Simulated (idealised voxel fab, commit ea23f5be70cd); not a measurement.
process module | voxel transistor to metal
cross-section cut | 190 nm wide | cells 5 nm
A cross-section is a grid of square cells, given in bands from the top down. A band is one or more rows of cells.
Each band's line starts with the height of the band's top and of its bottom, in nm. Then come its materials from left to right, each with its width in nm. One material with "throughout" fills the band from edge to edge. "air" is empty space.
Height 0 is the level under which the wafer as received is all one material. The lowest band goes on downwards, as in "0 down".
A width such as "30 to 40" changes by the same amount from each row of cells to the next, from the band's top row to its bottom row.
"no change" after a step means that no cell of the cross-section changed.
closed voids: empty space of 8 cells or more with no open way to the top, each as width x height at its distance from the left edge, in nm
after a step's settings: what the simulator itself notes on the step
overlay nm, on a step with a mask: how far to the right of its planned place the mask lay; to the left if negative
plan
1 op RECEIVE | material Si
2 op CONFORMAL_DEP | material SiO2 | thk nm 5
3 op CONFORMAL_DEP | material SiN | thk nm 15
4 op MASKED_ETCH | tone cover | mask id ACTIVE | width nm 115 | etch materials SiN | depth nm 15 | overlay nm 0
5 op MASKED_ETCH | tone cover | mask id ACTIVE | width nm 115 | etch materials SiO2 | depth nm 5 | overlay nm 0
6 op MASKED_ETCH | tone cover | mask id ACTIVE | width nm 115 | etch materials Si | depth nm 30 | overlay nm 0
7 op OXIDIZE | depth nm 5
8 op FILL_DEP | material SiO2 | thk nm 10
9 op CMP | height nm 20
10 op SELECTIVE_ETCH | etch materials SiO2 | depth nm 15
11 op STRIP | etch materials SiN
12 op SELECTIVE_ETCH | etch materials SiO2 | depth nm 5
13 op OXIDIZE | depth nm 5
14 op DIRECTIONAL_DEP | material polySi | thk nm 25
15 op DIRECTIONAL_DEP | material SiCN | thk nm 10
16 op PATTERN | tone cover | mask id GATE | material resist | width nm 25 | thk nm 20 | overlay nm 0
17 op DIRECTIONAL_ETCH | etch materials SiCN | depth nm 20
18 op DIRECTIONAL_ETCH | etch materials polySi | depth nm 35
19 op STRIP | etch materials resist
20 op CONFORMAL_DEP | material SiO2 | thk nm 5
21 op DIRECTIONAL_ETCH | etch materials SiO2 | depth nm 5
22 op CONFORMAL_DEP | material SiN | thk nm 5
23 op DIRECTIONAL_ETCH | etch materials SiN | depth nm 5
24 op DIRECTIONAL_ETCH | etch materials SiO2 | depth nm 5
25 op EPI | material pSi | thk nm 5
26 op FILL_DEP | material SiO2 | thk nm 10
27 op CMP | height nm 35
28 op DIRECTIONAL_DEP | material SiO2 | thk nm 10
29 op MASKED_ETCH | tone open | mask id CONTACT | width nm 15 | pitch nm 80 | etch materials SiO2 | depth nm 45 | overlay nm 0
30 op CONFORMAL_DEP | material TiN | thk nm 5
31 op FILL_DEP | material Ru | thk nm 5
32 op CMP | height nm 45
33 op DIRECTIONAL_DEP | material TiN | thk nm 5
34 op DIRECTIONAL_DEP | material W | thk nm 25
35 op MASKED_ETCH | tone cover | mask id METAL_1 | width nm 15 | pitch nm 80 | etch materials W | depth nm 25 | overlay nm 0
36 op MASKED_ETCH | tone cover | mask id METAL_1 | width nm 15 | pitch nm 80 | etch materials TiN | depth nm 5 | overlay nm 0
37 op CONFORMAL_DEP | material SiCN | thk nm 5
38 op FILL_DEP | material SiO2 | thk nm 5
39 op CMP | height nm 75
40 op CONFORMAL_DEP | material SiN | thk nm 5
as received, after step 1
  0 down: Si throughout
  closed voids: none
first wafer at the end, as planned
  80 to 75: SiN throughout
  75 to 50: SiO2 40 | SiCN 5 | W 15 | SiCN 5 | SiO2 55 | SiCN 5 | W 15 | SiCN 5 | SiO2 45
  50 to 45: SiCN 45 | TiN 15 | SiCN 65 | TiN 15 | SiCN 50
  45 to 35: SiO2 45 | TiN 5 | Ru 5 | TiN 5 | SiO2 65 | TiN 5 | Ru 5 | TiN 5 | SiO2 50
  35 to 25: SiO2 45 | TiN 5 | Ru 5 | TiN 5 | SiO2 10 | SiN 5 | SiO2 5 | SiCN 25 | SiO2 5 | SiN 5 | SiO2 10 | TiN 5 | Ru 5 | TiN 5 | SiO2 50
  25 to 5: SiO2 45 | TiN 5 | Ru 5 | TiN 5 | SiO2 10 | SiN 5 | SiO2 5 | polySi 25 | SiO2 5 | SiN 5 | SiO2 10 | TiN 5 | Ru 5 | TiN 5 | SiO2 50
  5 to 0: SiO2 45 | TiN 15 | SiO2 10 | SiN 5 | SiO2 5 | polySi 25 | SiO2 5 | SiN 5 | SiO2 10 | TiN 15 | SiO2 50
  0 to -5: SiO2 35 | pSi 35 | SiO2 45 | pSi 35 | SiO2 40
  -5 to -35: SiO2 40 | Si 105 | SiO2 45
  -35 down: Si throughout
  closed voids: none
second wafer at the end: like start, like plan, one mistake
  80 to 75: SiN throughout
  75 to 55: W 45 | SiCN 5 | SiO2 5 | SiCN 5 | W 65 | SiCN 5 | SiO2 5 | SiCN 5 | W 50
  55 to 50: W 45 | SiCN 15 | W 65 | SiCN 15 | W 50
  50 to 45: TiN throughout
  45 to 35: SiO2 45 | TiN 5 | Ru 5 | TiN 5 | SiO2 65 | TiN 5 | Ru 5 | TiN 5 | SiO2 50
  35 to 25: SiO2 45 | TiN 5 | Ru 5 | TiN 5 | SiO2 10 | SiN 5 | SiO2 5 | SiCN 25 | SiO2 5 | SiN 5 | SiO2 10 | TiN 5 | Ru 5 | TiN 5 | SiO2 50
  25 to 5: SiO2 45 | TiN 5 | Ru 5 | TiN 5 | SiO2 10 | SiN 5 | SiO2 5 | polySi 25 | SiO2 5 | SiN 5 | SiO2 10 | TiN 5 | Ru 5 | TiN 5 | SiO2 50
  5 to 0: SiO2 45 | TiN 15 | SiO2 10 | SiN 5 | SiO2 5 | polySi 25 | SiO2 5 | SiN 5 | SiO2 10 | TiN 15 | SiO2 50
  0 to -5: SiO2 35 | pSi 35 | SiO2 45 | pSi 35 | SiO2 40
  -5 to -35: SiO2 40 | Si 105 | SiO2 45
  -35 down: Si throughout
  closed voids: none
what went wrong: step 35 ran as: op MASKED_ETCH | tone open | mask id METAL_1 | width nm 15 | pitch nm 80 | etch materials W | depth nm 25 | overlay nm 0
at the end the second wafer has, in cells: 30 fewer of SiCN | 132 fewer of SiO2 | 32 more of TiN | 130 more of W
